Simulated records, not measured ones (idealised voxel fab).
Process module name: voxel ribs on slabs
Cross-section cut: width 165 nm, square cells of 5 nm.
A cross-section is a grid of square cells, given in bands from the top down. A band is one or more rows of cells. Heads up on the band format: heights come first, top then bottom, in nm. After that it's the materials left to right, each with its width in nm. A single material flagged "all across" fills the whole band edge to edge, and "empty" means there's empty space there. The level at which height equals 0 is the one under which the wafer, as it arrives, is entirely one material. No lower edge exists for the bottom band, which continues downward and is notated as in "top 0, no bottom". Width spec "30->40" -> top row of cells at first value, bottom row at second value, equal per-row change in between. The designation "nothing was modified", where it is given for a processing step, indicates that no cell of the cross-section was altered in the course of that step. Any empty space of 8 cells or more lacking an open way to the top shows up in "Trapped void list" as width x height at distance, distance from the left edge, in nm. Text after the settings on a step's line: the simulator's own remark on that step. overlay nm: mask right of planned place by this much (step with mask). Neg. = left.

The steps planned for the process are as follows:
1,RECEIVE with material Si
2,DIRECTIONAL_DEP with material SiO2, thk nm 30
3,DIRECTIONAL_DEP with material SiN, thk nm 15
4,DIRECTIONAL_DEP with material aC, thk nm 10
5,PATTERN with tone cover, mask id RIB, material resist, width nm 15, thk nm 25, overlay nm 0
6,DIRECTIONAL_ETCH with etch materials aC, depth nm 10
7,STRIP with etch materials resist
8,DIRECTIONAL_ETCH with etch materials SiN, depth nm 10
9,STRIP with etch materials aC
10,MASKED_ETCH with tone cover, mask id SLAB, width nm 55, etch materials SiN, depth nm 5, overlay nm 0
11,FILL_DEP with material SiO2, thk nm 25
12,CMP with height nm 65
13,DIRECTIONAL_DEP with material TiN, thk nm 5
14,DIRECTIONAL_DEP with material aC, thk nm 10
15,PATTERN with tone cover, mask id HEATER, material resist, width nm 35, thk nm 30, overlay nm 0
16,DIRECTIONAL_ETCH with etch materials aC, depth nm 10
17,STRIP with etch materials resist
18,DIRECTIONAL_ETCH with etch materials TiN, depth nm 5
19,STRIP with etch materials aC
20,CONFORMAL_DEP with material SiO2, thk nm 10
The plan shows the width nm of step 5 as the first wafer had it; this setting differs between the wafers, which start out alike.

First of several wafers, received after step 1, in cross-section:
top 0, no bottom | Si all across
Trapped void list: none

End of module, by wafer: material-by-material cell gain (+) or loss (-) since receipt, then closed voids:
width nm 15 | +17 SiN | +482 SiO2 | +7 TiN | Trapped void list: none
width nm 20 | +19 SiN | +480 SiO2 | +7 TiN | Trapped void list: none
width nm 25 | +21 SiN | +478 SiO2 | +7 TiN | Trapped void list: none
width nm 30 | +23 SiN | +476 SiO2 | +7 TiN | Trapped void list: none
width nm 35 | +25 SiN | +474 SiO2 | +7 TiN | Trapped void list: none
width nm 40 | +27 SiN | +472 SiO2 | +7 TiN | Trapped void list: none
